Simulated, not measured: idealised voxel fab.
The process module presented herein is designated voxel double patterning.
The figure presents cross-section cut, which has a width of 230 nm and is divided into square cells with an edge length of 5 nm.
The cross-sections in this document take the form of a grid made of square cells. They are written out as bands, in order from top to bottom. Each band consists of one or more rows of cells. Look at the band entry: it leads with the top's height and the bottom's height in nm. Then it lists the materials left to right, with a width in nm for each. The word "all across" on a single material says that material fills the band edge to edge. The word "air" is empty space. For the purposes of this specification, 0 denotes the height below which the wafer in its as-received condition is composed wholly of one material, and the lowermost band, lacking a lower limit, extends downward without end, as expressed in "0 -> down". A two-number width, for instance "30 to 40", indicates that the width is equal to the first number in the top row of the band and to the second number in the bottom row, and that it changes by a constant amount per row of cells. Any step labelled "left unchanged" changed none of the cells in the cross-section. What "Voids, sealed" gives you is every empty space of 8 cells or more that is cut off from the top. Each appears as width x height at distance, with the distance taken from the left edge and width, height and distance all in nm. On a step's line, text after the settings is the simulator commenting on that step. overlay nm: mask offset rightward from planned place, masked step; negative means leftward offset. Layout of what follows: cross-section pairs, each bracketing one process step, the after cross-section shown only to the lowest band that changed, the step between and its settings noted under each pair. Pairs may originate in different runs of this module on the same starting wafer; a pair continues from the pair above only where its entry headed "Pre-processing view" says so.
Pre-processing view
    0 -> down | Si all across
    Voids, sealed: none
Post-Process Section
    5 -> 0 | SiO2 all across
    Below 0, the layers are the same as they were.
    Voids, sealed: none
Processing between the before and after sections above: CONFORMAL_DEP with material SiO2, thk nm 5
Pre-processing view: starting point is the after cross-section of the pair just above.
Post-Process Section
    25 -> 5 | TiN all across
    Below 5, the layers are the same as they were.
    Voids, sealed: none
Processing between the before and after sections above: DIRECTIONAL_DEP with material TiN, thk nm 20
Pre-processing view: starting point is the after cross-section of the pair just above.
Post-Process Section
    35 -> 25 | SiCN all across
    Below 25, the layers are the same as they were.
    Voids, sealed: none
Processing between the before and after sections above: DIRECTIONAL_DEP with material SiCN, thk nm 10
Pre-processing view: starting point is the after cross-section of the pair just above.
Post-Process Section
    35 -> 25 | SiCN 55, then air 15, then SiCN 35, then air 15, then SiCN 35, then air 15, then SiCN 60
    Below 25, the layers are the same as they were.
    Voids, sealed: none
Processing between the before and after sections above: MASKED_ETCH with tone open, mask id FIRST, width nm 15, pitch nm 50, etch materials SiCN, depth nm 10, overlay nm 0
Pre-processing view: starting point is the after cross-section of the pair just above.
Post-Process Section
    45 -> 35 | aC 55, then air 15, then aC 35, then air 15, then aC 35, then air 15, then aC 60
    35 -> 25 | SiCN 55, then aC 15, then SiCN 35, then aC 15, then SiCN 35, then aC 15, then SiCN 60
    Below 25, the layers are the same as they were.
    Voids, sealed: none
Processing between the before and after sections above: DIRECTIONAL_DEP with material aC, thk nm 10
Pre-processing view: starting point is the after cross-section of the pair just above.
Post-Process Section
    70 -> 45 | resist 80, then air 15, then resist 35, then air 15, then resist 85
    45 -> 35 | aC 55, then resist 15, then aC 35, then resist 15, then aC 35, then resist 15, then aC 60
    Below 35, the layers are the same as they were.
    Voids, sealed: none
Processing between the before and after sections above: PATTERN with tone open, mask id SECOND, material resist, width nm 15, pitch nm 50, thk nm 25, overlay nm 0
Pre-processing view: starting point is the after cross-section of the pair just above.
Post-Process Section
    60 -> 45 | resist 80, then air 15, then resist 35, then air 15, then resist 85
    45 -> 35 | aC 55, then resist 15, then aC 10, then air 15, then aC 10, then resist 15, then aC 10, then air 15, then aC 10, then resist 15, then aC 60
    Below 35, the layers are the same as they were.
    Voids, sealed: none
Processing between the before and after sections above: DIRECTIONAL_ETCH with etch materials aC, depth nm 10
Pre-processing view: starting point is the after cross-section of the pair just above.
Post-Process Section
    45 -> 35 | aC 55, then air 15, then aC 10, then air 15, then aC 10, then air 15, then aC 10, then air 15, then aC 10, then air 15, then aC 60
    Below 35, the layers are the same as they were.
    Voids, sealed: none
Processing between the before and after sections above: STRIP with etch materials resist
Pre-processing view: starting point is the after cross-section of the pair just above.
Post-Process Section
    45 -> 35 | aC 55, then air 15, then aC 10, then air 15, then aC 10, then air 15, then aC 10, then air 15, then aC 10, then air 15, then aC 60
    35 -> 25 | SiCN 55, then aC 15, then SiCN 10, then air 15, then SiCN 10, then aC 15, then SiCN 10, then air 15, then SiCN 10, then aC 15, then SiCN 60
    Below 25, the layers are the same as they were.
    Voids, sealed: none
Processing between the before and after sections above: DIRECTIONAL_ETCH with etch materials SiCN, depth nm 10
Pre-processing view: starting point is the after cross-section of the pair just above.
Post-Process Section
    35 -> 25 | SiCN 55, then air 15, then SiCN 10, then air 15, then SiCN 10, then air 15, then SiCN 10, then air 15, then SiCN 10, then air 15, then SiCN 60
    Below 25, the layers are the same as they were.
    Voids, sealed: none
Processing between the before and after sections above: STRIP with etch materials aC
Pre-processing view: starting point is the after cross-section of the pair just above.
Post-Process Section
    35 -> 25 | SiCN 55, then air 15, then SiCN 10, then air 15, then SiCN 10, then air 15, then SiCN 10, then air 15, then SiCN 10, then air 15, then SiCN 60
    25 -> 5 | TiN 55, then air 15, then TiN 10, then air 15, then TiN 10, then air 15, then TiN 10, then air 15, then TiN 10, then air 15, then TiN 60
    Below 5, the layers are the same as they were.
    Voids, sealed: none
Processing between the before and after sections above: DIRECTIONAL_ETCH with etch materials TiN, depth nm 20
Pre-processing view: starting point is the after cross-section of the pair just above.
Post-Process Section
    25 -> 5 | TiN 55, then air 15, then TiN 10, then air 15, then TiN 10, then air 15, then TiN 10, then air 15, then TiN 10, then air 15, then TiN 60
    Below 5, the layers are the same as they were.
    Voids, sealed: none
Processing between the before and after sections above: STRIP with etch materials SiCN
Pre-processing view
    0 -> down | Si all across
    Voids, sealed: none
Post-Process Section
    20 -> 0 | TiN all across
    Below 0, the layers are the same as they were.
    Voids, sealed: none
Processing between the before and after sections above: DIRECTIONAL_DEP with material TiN, thk nm 20
Pre-processing view: starting point is the after cross-section of the pair just above.
Post-Process Section
    30 -> 20 | SiCN all across
    Below 20, the layers are the same as they were.
    Voids, sealed: none
Processing between the before and after sections above: DIRECTIONAL_DEP with material SiCN, thk nm 10
Pre-processing view: starting point is the after cross-section of the pair just above.
Post-Process Section
    30 -> 20 | SiCN 55, then air 15, then SiCN 35, then air 15, then SiCN 35, then air 15, then SiCN 60
    Below 20, the layers are the same as they were.
    Voids, sealed: none
Processing between the before and after sections above: MASKED_ETCH with tone open, mask id FIRST, width nm 15, pitch nm 50, etch materials SiCN, depth nm 10, overlay nm 0
Pre-processing view: starting point is the after cross-section of the pair just above.
Post-Process Section
    40 -> 30 | aC 55, then air 15, then aC 35, then air 15, then aC 35, then air 15, then aC 60
    30 -> 20 | SiCN 55, then aC 15, then SiCN 35, then aC 15, then SiCN 35, then aC 15, then SiCN 60
    Below 20, the layers are the same as they were.
    Voids, sealed: none
Processing between the before and after sections above: DIRECTIONAL_DEP with material aC, thk nm 10
Pre-processing view: starting point is the after cross-section of the pair just above.
Post-Process Section
    65 -> 40 | resist 80, then air 15, then resist 35, then air 15, then resist 85
    40 -> 30 | aC 55, then resist 15, then aC 35, then resist 15, then aC 35, then resist 15, then aC 60
    Below 30, the layers are the same as they were.
    Voids, sealed: none
Processing between the before and after sections above: PATTERN with tone open, mask id SECOND, material resist, width nm 15, pitch nm 50, thk nm 25, overlay nm 0
Pre-processing view: starting point is the after cross-section of the pair just above.
Post-Process Section
    55 -> 40 | resist 80, then air 15, then resist 35, then air 15, then resist 85
    40 -> 30 | aC 55, then resist 15, then aC 10, then air 15, then aC 10, then resist 15, then aC 10, then air 15, then aC 10, then resist 15, then aC 60
    Below 30, the layers are the same as they were.
    Voids, sealed: none
Processing between the before and after sections above: DIRECTIONAL_ETCH with etch materials aC, depth nm 10
Pre-processing view: starting point is the after cross-section of the pair just above.
Post-Process Section
    40 -> 30 | aC 55, then air 15, then aC 10, then air 15, then aC 10, then air 15, then aC 10, then air 15, then aC 10, then air 15, then aC 60
    Below 30, the layers are the same as they were.
    Voids, sealed: none
Processing between the before and after sections above: STRIP with etch materials resist
Pre-processing view: starting point is the after cross-section of the pair just above.
Post-Process Section
    40 -> 30 | aC 55, then air 15, then aC 10, then air 15, then aC 10, then air 15, then aC 10, then air 15, then aC 10, then air 15, then aC 60
    30 -> 20 | SiCN 55, then aC 15, then SiCN 10, then air 15, then SiCN 10, then aC 15, then SiCN 10, then air 15, then SiCN 10, then aC 15, then SiCN 60
    Below 20, the layers are the same as they were.
    Voids, sealed: none
Processing between the before and after sections above: DIRECTIONAL_ETCH with etch materials SiCN, depth nm 10
Pre-processing view: starting point is the after cross-section of the pair just above.
Post-Process Section
    30 -> 20 | SiCN 55, then air 15, then SiCN 10, then air 15, then SiCN 10, then air 15, then SiCN 10, then air 15, then SiCN 10, then air 15, then SiCN 60
    Below 20, the layers are the same as they were.
    Voids, sealed: none
Processing between the before and after sections above: STRIP with etch materials aC
Pre-processing view: starting point is the after cross-section of the pair just above.
Post-Process Section
    30 -> 20 | SiCN 55, then air 15, then SiCN 10, then air 15, then SiCN 10, then air 15, then SiCN 10, then air 15, then SiCN 10, then air 15, then SiCN 60
    20 -> 0 | TiN 55, then air 15, then TiN 10, then air 15, then TiN 10, then air 15, then TiN 10, then air 15, then TiN 10, then air 15, then TiN 60
    Below 0, the layers are the same as they were.
    Voids, sealed: none
Processing between the before and after sections above: DIRECTIONAL_ETCH with etch materials TiN, depth nm 20
Pre-processing view: starting point is the after cross-section of the pair just above.
Post-Process Section
    20 -> 0 | TiN 55, then air 15, then TiN 10, then air 15, then TiN 10, then air 15, then TiN 10, then air 15, then TiN 10, then air 15, then TiN 60
    Below 0, the layers are the same as they were.
    Voids, sealed: none
Processing between the before and after sections above: STRIP with etch materials SiCN
Pre-processing view
    25 -> 5 | TiN all across
    5 -> 0 | SiO2 all across
    0 -> down | Si all across
    Voids, sealed: none
Post-Process Section
    45 -> 5 | TiN all across
    Below 5, the layers are the same as they were.
    Voids, sealed: none
Processing between the before and after sections above: DIRECTIONAL_DEP with material TiN, thk nm 20
Pre-processing view: starting point is the after cross-section of the pair just above.
Post-Process Section
    55 -> 45 | SiCN all across
    Below 45, the layers are the same as they were.
    Voids, sealed: none
Processing between the before and after sections above: DIRECTIONAL_DEP with material SiCN, thk nm 10
Pre-processing view: starting point is the after cross-section of the pair just above.
Post-Process Section
    55 -> 45 | SiCN 55, then air 15, then SiCN 35, then air 15, then SiCN 35, then air 15, then SiCN 60
    Below 45, the layers are the same as they were.
    Voids, sealed: none
Processing between the before and after sections above: MASKED_ETCH with tone open, mask id FIRST, width nm 15, pitch nm 50, etch materials SiCN, depth nm 10, overlay nm 0
Pre-processing view: starting point is the after cross-section of the pair just above.
Post-Process Section
    65 -> 55 | aC 55, then air 15, then aC 35, then air 15, then aC 35, then air 15, then aC 60
    55 -> 45 | SiCN 55, then aC 15, then SiCN 35, then aC 15, then SiCN 35, then aC 15, then SiCN 60
    Below 45, the layers are the same as they were.
    Voids, sealed: none
Processing between the before and after sections above: DIRECTIONAL_DEP with material aC, thk nm 10
Pre-processing view: starting point is the after cross-section of the pair just above.
Post-Process Section
    90 -> 65 | resist 80, then air 15, then resist 35, then air 15, then resist 85
    65 -> 55 | aC 55, then resist 15, then aC 35, then resist 15, then aC 35, then resist 15, then aC 60
    Below 55, the layers are the same as they were.
    Voids, sealed: none
Processing between the before and after sections above: PATTERN with tone open, mask id SECOND, material resist, width nm 15, pitch nm 50, thk nm 25, overlay nm 0
Pre-processing view: starting point is the after cross-section of the pair just above.
Post-Process Section
    80 -> 65 | resist 80, then air 15, then resist 35, then air 15, then resist 85
    65 -> 55 | aC 55, then resist 15, then aC 10, then air 15, then aC 10, then resist 15, then aC 10, then air 15, then aC 10, then resist 15, then aC 60
    Below 55, the layers are the same as they were.
    Voids, sealed: none
Processing between the before and after sections above: DIRECTIONAL_ETCH with etch materials aC, depth nm 10
Pre-processing view: starting point is the after cross-section of the pair just above.
Post-Process Section
    65 -> 55 | aC 55, then air 15, then aC 10, then air 15, then aC 10, then air 15, then aC 10, then air 15, then aC 10, then air 15, then aC 60
    Below 55, the layers are the same as they were.
    Voids, sealed: none
Processing between the before and after sections above: STRIP with etch materials resist
Pre-processing view: starting point is the after cross-section of the pair just above.
Post-Process Section
    65 -> 55 | aC 55, then air 15, then aC 10, then air 15, then aC 10, then air 15, then aC 10, then air 15, then aC 10, then air 15, then aC 60
    55 -> 45 | SiCN 55, then aC 15, then SiCN 10, then air 15, then SiCN 10, then aC 15, then SiCN 10, then air 15, then SiCN 10, then aC 15, then SiCN 60
    Below 45, the layers are the same as they were.
    Voids, sealed: none
Processing between the before and after sections above: DIRECTIONAL_ETCH with etch materials SiCN, depth nm 10
Pre-processing view: starting point is the after cross-section of the pair just above.
Post-Process Section
    55 -> 45 | SiCN 55, then air 15, then SiCN 10, then air 15, then SiCN 10, then air 15, then SiCN 10, then air 15, then SiCN 10, then air 15, then SiCN 60
    Below 45, the layers are the same as they were.
    Voids, sealed: none
Processing between the before and after sections above: STRIP with etch materials aC
Pre-processing view: starting point is the after cross-section of the pair just above.
Post-Process Section
    55 -> 45 | SiCN 55, then air 15, then SiCN 10, then air 15, then SiCN 10, then air 15, then SiCN 10, then air 15, then SiCN 10, then air 15, then SiCN 60
    45 -> 25 | TiN 55, then air 15, then TiN 10, then air 15, then TiN 10, then air 15, then TiN 10, then air 15, then TiN 10, then air 15, then TiN 60
    Below 25, the layers are the same as they were.
    Voids, sealed: none
Processing between the before and after sections above: DIRECTIONAL_ETCH with etch materials TiN, depth nm 20
Pre-processing view: starting point is the after cross-section of the pair just above.
Post-Process Section
    45 -> 25 | TiN 55, then air 15, then TiN 10, then air 15, then TiN 10, then air 15, then TiN 10, then air 15, then TiN 10, then air 15, then TiN 60
    Below 25, the layers are the same as they were.
    Voids, sealed: none
Processing between the before and after sections above: STRIP with etch materials SiCN
Pre-processing view
    20 -> 0 | TiN all across
    0 -> down | Si all across
    Voids, sealed: none
Post-Process Section
    25 -> 20 | SiO2 all across
    Below 20, the layers are the same as they were.
    Voids, sealed: none
Processing between the before and after sections above: CONFORMAL_DEP with material SiO2, thk nm 5
Pre-processing view: starting point is the after cross-section of the pair just above.
Post-Process Section
    35 -> 25 | SiCN all across
    Below 25, the layers are the same as they were.
    Voids, sealed: none
Processing between the before and after sections above: DIRECTIONAL_DEP with material SiCN, thk nm 10
Pre-processing view: starting point is the after cross-section of the pair just above.
Post-Process Section
    35 -> 25 | SiCN 55, then air 15, then SiCN 35, then air 15, then SiCN 35, then air 15, then SiCN 60
    Below 25, the layers are the same as they were.
    Voids, sealed: none
Processing between the before and after sections above: MASKED_ETCH with tone open, mask id FIRST, width nm 15, pitch nm 50, etch materials SiCN, depth nm 10, overlay nm 0
Pre-processing view: starting point is the after cross-section of the pair just above.
Post-Process Section
    45 -> 35 | aC 55, then air 15, then aC 35, then air 15, then aC 35, then air 15, then aC 60
    35 -> 25 | SiCN 55, then aC 15, then SiCN 35, then aC 15, then SiCN 35, then aC 15, then SiCN 60
    Below 25, the layers are the same as they were.
    Voids, sealed: none
Processing between the before and after sections above: DIRECTIONAL_DEP with material aC, thk nm 10
Pre-processing view: starting point is the after cross-section of the pair just above.
Post-Process Section
    70 -> 45 | resist 80, then air 15, then resist 35, then air 15, then resist 85
    45 -> 35 | aC 55, then resist 15, then aC 35, then resist 15, then aC 35, then resist 15, then aC 60
    Below 35, the layers are the same as they were.
    Voids, sealed: none
Processing between the before and after sections above: PATTERN with tone open, mask id SECOND, material resist, width nm 15, pitch nm 50, thk nm 25, overlay nm 0
Pre-processing view: starting point is the after cross-section of the pair just above.
Post-Process Section
    60 -> 45 | resist 80, then air 15, then resist 35, then air 15, then resist 85
    45 -> 35 | aC 55, then resist 15, then aC 10, then air 15, then aC 10, then resist 15, then aC 10, then air 15, then aC 10, then resist 15, then aC 60
    Below 35, the layers are the same as they were.
    Voids, sealed: none
Processing between the before and after sections above: DIRECTIONAL_ETCH with etch materials aC, depth nm 10
Pre-processing view: starting point is the after cross-section of the pair just above.
Post-Process Section
    45 -> 35 | aC 55, then air 15, then aC 10, then air 15, then aC 10, then air 15, then aC 10, then air 15, then aC 10, then air 15, then aC 60
    Below 35, the layers are the same as they were.
    Voids, sealed: none
Processing between the before and after sections above: STRIP with etch materials resist
Pre-processing view: starting point is the after cross-section of the pair just above.
Post-Process Section
    45 -> 35 | aC 55, then air 15, then aC 10, then air 15, then aC 10, then air 15, then aC 10, then air 15, then aC 10, then air 15, then aC 60
    35 -> 25 | SiCN 55, then aC 15, then SiCN 10, then air 15, then SiCN 10, then aC 15, then SiCN 10, then air 15, then SiCN 10, then aC 15, then SiCN 60
    Below 25, the layers are the same as they were.
    Voids, sealed: none
Processing between the before and after sections above: DIRECTIONAL_ETCH with etch materials SiCN, depth nm 10
Pre-processing view: starting point is the after cross-section of the pair just above.
Post-Process Section
    35 -> 25 | SiCN 55, then air 15, then SiCN 10, then air 15, then SiCN 10, then air 15, then SiCN 10, then air 15, then SiCN 10, then air 15, then SiCN 60
    Below 25, the layers are the same as they were.
    Voids, sealed: none
Processing between the before and after sections above: STRIP with etch materials aC
Pre-processing view: starting point is the after cross-section of the pair just above.
Post-Process Section
    25 -> 20 | SiO2 all across
    Below 20, the layers are the same as they were.
    Voids, sealed: none
Processing between the before and after sections above: STRIP with etch materials SiCN
Pre-processing view
    5 -> 0 | SiO2 all across
    0 -> down | Si all across
    Voids, sealed: none
Post-Process Section
    30 -> 5 | TiN all across
    Below 5, the layers are the same as they were.
    Voids, sealed: none
Processing between the before and after sections above: DIRECTIONAL_DEP with material TiN, thk nm 25
Pre-processing view: starting point is the after cross-section of the pair just above.
Post-Process Section
    40 -> 30 | SiCN all across
    Below 30, the layers are the same as they were.
    Voids, sealed: none
Processing between the before and after sections above: DIRECTIONAL_DEP with material SiCN, thk nm 10
Pre-processing view: starting point is the after cross-section of the pair just above.
Post-Process Section
    40 -> 30 | SiCN 55, then air 15, then SiCN 35, then air 15, then SiCN 35, then air 15, then SiCN 60
    Below 30, the layers are the same as they were.
    Voids, sealed: none
Processing between the before and after sections above: MASKED_ETCH with tone open, mask id FIRST, width nm 15, pitch nm 50, etch materials SiCN, depth nm 10, overlay nm 0
Pre-processing view: starting point is the after cross-section of the pair just above.
Post-Process Section
    50 -> 40 | aC 55, then air 15, then aC 35, then air 15, then aC 35, then air 15, then aC 60
    40 -> 30 | SiCN 55, then aC 15, then SiCN 35, then aC 15, then SiCN 35, then aC 15, then SiCN 60
    Below 30, the layers are the same as they were.
    Voids, sealed: none
Processing between the before and after sections above: DIRECTIONAL_DEP with material aC, thk nm 10
Pre-processing view: starting point is the after cross-section of the pair just above.
Post-Process Section
    75 -> 50 | resist 80, then air 15, then resist 35, then air 15, then resist 85
    50 -> 40 | aC 55, then resist 15, then aC 35, then resist 15, then aC 35, then resist 15, then aC 60
    Below 40, the layers are the same as they were.
    Voids, sealed: none
Processing between the before and after sections above: PATTERN with tone open, mask id SECOND, material resist, width nm 15, pitch nm 50, thk nm 25, overlay nm 0
Pre-processing view: starting point is the after cross-section of the pair just above.
Post-Process Section
    65 -> 50 | resist 80, then air 15, then resist 35, then air 15, then resist 85
    50 -> 40 | aC 55, then resist 15, then aC 10, then air 15, then aC 10, then resist 15, then aC 10, then air 15, then aC 10, then resist 15, then aC 60
    Below 40, the layers are the same as they were.
    Voids, sealed: none
Processing between the before and after sections above: DIRECTIONAL_ETCH with etch materials aC, depth nm 10
Pre-processing view: starting point is the after cross-section of the pair just above.
Post-Process Section
    50 -> 40 | aC 55, then air 15, then aC 10, then air 15, then aC 10, then air 15, then aC 10, then air 15, then aC 10, then air 15, then aC 60
    Below 40, the layers are the same as they were.
    Voids, sealed: none
Processing between the before and after sections above: STRIP with etch materials resist
Pre-processing view: starting point is the after cross-section of the pair just above.
Post-Process Section
    50 -> 40 | aC 55, then air 15, then aC 10, then air 15, then aC 10, then air 15, then aC 10, then air 15, then aC 10, then air 15, then aC 60
    40 -> 30 | SiCN 55, then aC 15, then SiCN 10, then air 15, then SiCN 10, then aC 15, then SiCN 10, then air 15, then SiCN 10, then aC 15, then SiCN 60
    Below 30, the layers are the same as they were.
    Voids, sealed: none
Processing between the before and after sections above: DIRECTIONAL_ETCH with etch materials SiCN, depth nm 10
Pre-processing view: starting point is the after cross-section of the pair just above.
Post-Process Section
    40 -> 30 | SiCN 55, then air 15, then SiCN 10, then air 15, then SiCN 10, then air 15, then SiCN 10, then air 15, then SiCN 10, then air 15, then SiCN 60
    Below 30, the layers are the same as they were.
    Voids, sealed: none
Processing between the before and after sections above: STRIP with etch materials aC
Pre-processing view: starting point is the after cross-section of the pair just above.
Post-Process Section
    40 -> 30 | SiCN 55, then air 15, then SiCN 10, then air 15, then SiCN 10, then air 15, then SiCN 10, then air 15, then SiCN 10, then air 15, then SiCN 60
    30 -> 10 | TiN 55, then air 15, then TiN 10, then air 15, then TiN 10, then air 15, then TiN 10, then air 15, then TiN 10, then air 15, then TiN 60
    Below 10, the layers are the same as they were.
    Voids, sealed: none
Processing between the before and after sections above: DIRECTIONAL_ETCH with etch materials TiN, depth nm 20
Pre-processing view: starting point is the after cross-section of the pair just above.
Post-Process Section
    30 -> 10 | TiN 55, then air 15, then TiN 10, then air 15, then TiN 10, then air 15, then TiN 10, then air 15, then TiN 10, then air 15, then TiN 60
    Below 10, the layers are the same as they were.
    Voids, sealed: none
Processing between the before and after sections above: STRIP with etch materials SiCN
Pre-processing view
    45 -> 35 | aC 55, then air 15, then aC 35, then air 15, then aC 35, then air 15, then aC 60
    35 -> 25 | SiCN 55, then aC 15, then SiCN 35, then aC 15, then SiCN 35, then aC 15, then SiCN 60
    25 -> 5 | TiN all across
    5 -> 0 | SiO2 all across
    0 -> down | Si all across
    Voids, sealed: none
Post-Process Section
    70 -> 45 | resist 80, then air 20, then resist 30, then air 20, then resist 80
    45 -> 35 | aC 55, then resist 15, then aC 35, then resist 15, then aC 35, then resist 15, then aC 60
    Below 35, the layers are the same as they were.
    Voids, sealed: none
Processing between the before and after sections above: PATTERN with tone open, mask id SECOND, material resist, width nm 20, pitch nm 50, thk nm 25, overlay nm 0
Pre-processing view: starting point is the after cross-section of the pair just above.
Post-Process Section
    60 -> 45 | resist 80, then air 20, then resist 30, then air 20, then resist 80
    45 -> 35 | aC 55, then resist 15, then aC 10, then air 20, then aC 5, then resist 15, then aC 10, then air 20, then aC 5, then resist 15, then aC 60
    Below 35, the layers are the same as they were.
    Voids, sealed: none
Processing between the before and after sections above: DIRECTIONAL_ETCH with etch materials aC, depth nm 10
Pre-processing view: starting point is the after cross-section of the pair just above.
Post-Process Section
    45 -> 35 | aC 55, then air 15, then aC 10, then air 20, then aC 5, then air 15, then aC 10, then air 20, then aC 5, then air 15, then aC 60
    Below 35, the layers are the same as they were.
    Voids, sealed: none
Processing between the before and after sections above: STRIP with etch materials resist
Pre-processing view: starting point is the after cross-section of the pair just above.
Post-Process Section
    45 -> 35 | aC 55, then air 15, then aC 10, then air 20, then aC 5, then air 15, then aC 10, then air 20, then aC 5, then air 15, then aC 60
    35 -> 25 | SiCN 55, then aC 15, then SiCN 10, then air 20, then SiCN 5, then aC 15, then SiCN 10, then air 20, then SiCN 5, then aC 15, then SiCN 60
    Below 25, the layers are the same as they were.
    Voids, sealed: none
Processing between the before and after sections above: DIRECTIONAL_ETCH with etch materials SiCN, depth nm 10
Pre-processing view: starting point is the after cross-section of the pair just above.
Post-Process Section
    35 -> 25 | SiCN 55, then air 15, then SiCN 10, then air 20, then SiCN 5, then air 15, then SiCN 10, then air 20, then SiCN 5, then air 15, then SiCN 60
    Below 25, the layers are the same as they were.
    Voids, sealed: none
Processing between the before and after sections above: STRIP with etch materials aC
Pre-processing view: starting point is the after cross-section of the pair just above.
Post-Process Section
    35 -> 25 | SiCN 55, then air 15, then SiCN 10, then air 20, then SiCN 5, then air 15, then SiCN 10, then air 20, then SiCN 5, then air 15, then SiCN 60
    25 -> 5 | TiN 55, then air 15, then TiN 10, then air 20, then TiN 5, then air 15, then TiN 10, then air 20, then TiN 5, then air 15, then TiN 60
    Below 5, the layers are the same as they were.
    Voids, sealed: none
Processing between the before and after sections above: DIRECTIONAL_ETCH with etch materials TiN, depth nm 20
Pre-processing view: starting point is the after cross-section of the pair just above.
Post-Process Section
    25 -> 5 | TiN 55, then air 15, then TiN 10, then air 20, then TiN 5, then air 15, then TiN 10, then air 20, then TiN 5, then air 15, then TiN 60
    Below 5, the layers are the same as they were.
    Voids, sealed: none
Processing between the before and after sections above: STRIP with etch materials SiCN
Pre-processing view
    35 -> 25 | SiCN all across
    25 -> 5 | TiN all across
    5 -> 0 | SiO2 all across
    0 -> down | Si all across
    Voids, sealed: none
Post-Process Section
    35 -> 25 | SiCN 60, then air 15, then SiCN 35, then air 15, then SiCN 35, then air 15, then SiCN 55
    Below 25, the layers are the same as they were.
    Voids, sealed: none
Processing between the before and after sections above: MASKED_ETCH with tone open, mask id FIRST, width nm 15, pitch nm 50, etch materials SiCN, depth nm 10, overlay nm 5
Pre-processing view: starting point is the after cross-section of the pair just above.
Post-Process Section
    45 -> 35 | aC 60, then air 15, then aC 35, then air 15, then aC 35, then air 15, then aC 55
    35 -> 25 | SiCN 60, then aC 15, then SiCN 35, then aC 15, then SiCN 35, then aC 15, then SiCN 55
    Below 25, the layers are the same as they were.
    Voids, sealed: none
Processing between the before and after sections above: DIRECTIONAL_DEP with material aC, thk nm 10
Pre-processing view: starting point is the after cross-section of the pair just above.
Post-Process Section
    70 -> 45 | resist 80, then air 15, then resist 35, then air 15, then resist 85
    45 -> 35 | aC 60, then resist 15, then aC 35, then resist 15, then aC 35, then resist 15, then aC 55
    Below 35, the layers are the same as they were.
    Voids, sealed: none
Processing between the before and after sections above: PATTERN with tone open, mask id SECOND, material resist, width nm 15, pitch nm 50, thk nm 25, overlay nm 0
Pre-processing view: starting point is the after cross-section of the pair just above.
Post-Process Section
    60 -> 45 | resist 80, then air 15, then resist 35, then air 15, then resist 85
    45 -> 35 | aC 60, then resist 15, then aC 5, then air 15, then aC 15, then resist 15, then aC 5, then air 15, then aC 15, then resist 15, then aC 55
    Below 35, the layers are the same as they were.
    Voids, sealed: none
Processing between the before and after sections above: DIRECTIONAL_ETCH with etch materials aC, depth nm 10
Pre-processing view: starting point is the after cross-section of the pair just above.
Post-Process Section
    45 -> 35 | aC 60, then air 15, then aC 5, then air 15, then aC 15, then air 15, then aC 5, then air 15, then aC 15, then air 15, then aC 55
    Below 35, the layers are the same as they were.
    Voids, sealed: none
Processing between the before and after sections above: STRIP with etch materials resist
Pre-processing view: starting point is the after cross-section of the pair just above.
Post-Process Section
    45 -> 35 | aC 60, then air 15, then aC 5, then air 15, then aC 15, then air 15, then aC 5, then air 15, then aC 15, then air 15, then aC 55
    35 -> 25 | SiCN 60, then aC 15, then SiCN 5, then air 15, then SiCN 15, then aC 15, then SiCN 5, then air 15, then SiCN 15, then aC 15, then SiCN 55
    Below 25, the layers are the same as they were.
    Voids, sealed: none
Processing between the before and after sections above: DIRECTIONAL_ETCH with etch materials SiCN, depth nm 10
Pre-processing view: starting point is the after cross-section of the pair just above.
Post-Process Section
    35 -> 25 | SiCN 60, then air 15, then SiCN 5, then air 15, then SiCN 15, then air 15, then SiCN 5, then air 15, then SiCN 15, then air 15, then SiCN 55
    Below 25, the layers are the same as they were.
    Voids, sealed: none
Processing between the before and after sections above: STRIP with etch materials aC
Pre-processing view: starting point is the after cross-section of the pair just above.
Post-Process Section
    35 -> 25 | SiCN 60, then air 15, then SiCN 5, then air 15, then SiCN 15, then air 15, then SiCN 5, then air 15, then SiCN 15, then air 15, then SiCN 55
    25 -> 5 | TiN 60, then air 15, then TiN 5, then air 15, then TiN 15, then air 15, then TiN 5, then air 15, then TiN 15, then air 15, then TiN 55
    Below 5, the layers are the same as they were.
    Voids, sealed: none
Processing between the before and after sections above: DIRECTIONAL_ETCH with etch materials TiN, depth nm 20
Pre-processing view: starting point is the after cross-section of the pair just above.
Post-Process Section
    25 -> 5 | TiN 60, then air 15, then TiN 5, then air 15, then TiN 15, then air 15, then TiN 5, then air 15, then TiN 15, then air 15, then TiN 55
    Below 5, the layers are the same as they were.
    Voids, sealed: none
Processing between the before and after sections above: STRIP with etch materials SiCN
Pre-processing view
    5 -> 0 | SiO2 all across
    0 -> down | Si all across
    Voids, sealed: none
Post-Process Section
    25 -> 0 | SiO2 all across
    Below 0, the layers are the same as they were.
    Voids, sealed: none
Processing between the before and after sections above: DIRECTIONAL_DEP with material SiO2, thk nm 20
Pre-processing view: starting point is the after cross-section of the pair just above.
Post-Process Section
    35 -> 25 | SiCN all across
    Below 25, the layers are the same as they were.
    Voids, sealed: none
Processing between the before and after sections above: DIRECTIONAL_DEP with material SiCN, thk nm 10
Pre-processing view: starting point is the after cross-section of the pair just above.
Post-Process Section
    35 -> 25 | SiCN 55, then air 15, then SiCN 35, then air 15, then SiCN 35, then air 15, then SiCN 60
    Below 25, the layers are the same as they were.
    Voids, sealed: none
Processing between the before and after sections above: MASKED_ETCH with tone open, mask id FIRST, width nm 15, pitch nm 50, etch materials SiCN, depth nm 10, overlay nm 0
Pre-processing view: starting point is the after cross-section of the pair just above.
Post-Process Section
    45 -> 35 | aC 55, then air 15, then aC 35, then air 15, then aC 35, then air 15, then aC 60
    35 -> 25 | SiCN 55, then aC 15, then SiCN 35, then aC 15, then SiCN 35, then aC 15, then SiCN 60
    Below 25, the layers are the same as they were.
    Voids, sealed: none
Processing between the before and after sections above: DIRECTIONAL_DEP with material aC, thk nm 10
Pre-processing view: starting point is the after cross-section of the pair just above.
Post-Process Section
    70 -> 45 | resist 80, then air 15, then resist 35, then air 15, then resist 85
    45 -> 35 | aC 55, then resist 15, then aC 35, then resist 15, then aC 35, then resist 15, then aC 60
    Below 35, the layers are the same as they were.
    Voids, sealed: none
Processing between the before and after sections above: PATTERN with tone open, mask id SECOND, material resist, width nm 15, pitch nm 50, thk nm 25, overlay nm 0
Pre-processing view: starting point is the after cross-section of the pair just above.
Post-Process Section
    60 -> 45 | resist 80, then air 15, then resist 35, then air 15, then resist 85
    45 -> 35 | aC 55, then resist 15, then aC 10, then air 15, then aC 10, then resist 15, then aC 10, then air 15, then aC 10, then resist 15, then aC 60
    Below 35, the layers are the same as they were.
    Voids, sealed: none
Processing between the before and after sections above: DIRECTIONAL_ETCH with etch materials aC, depth nm 10
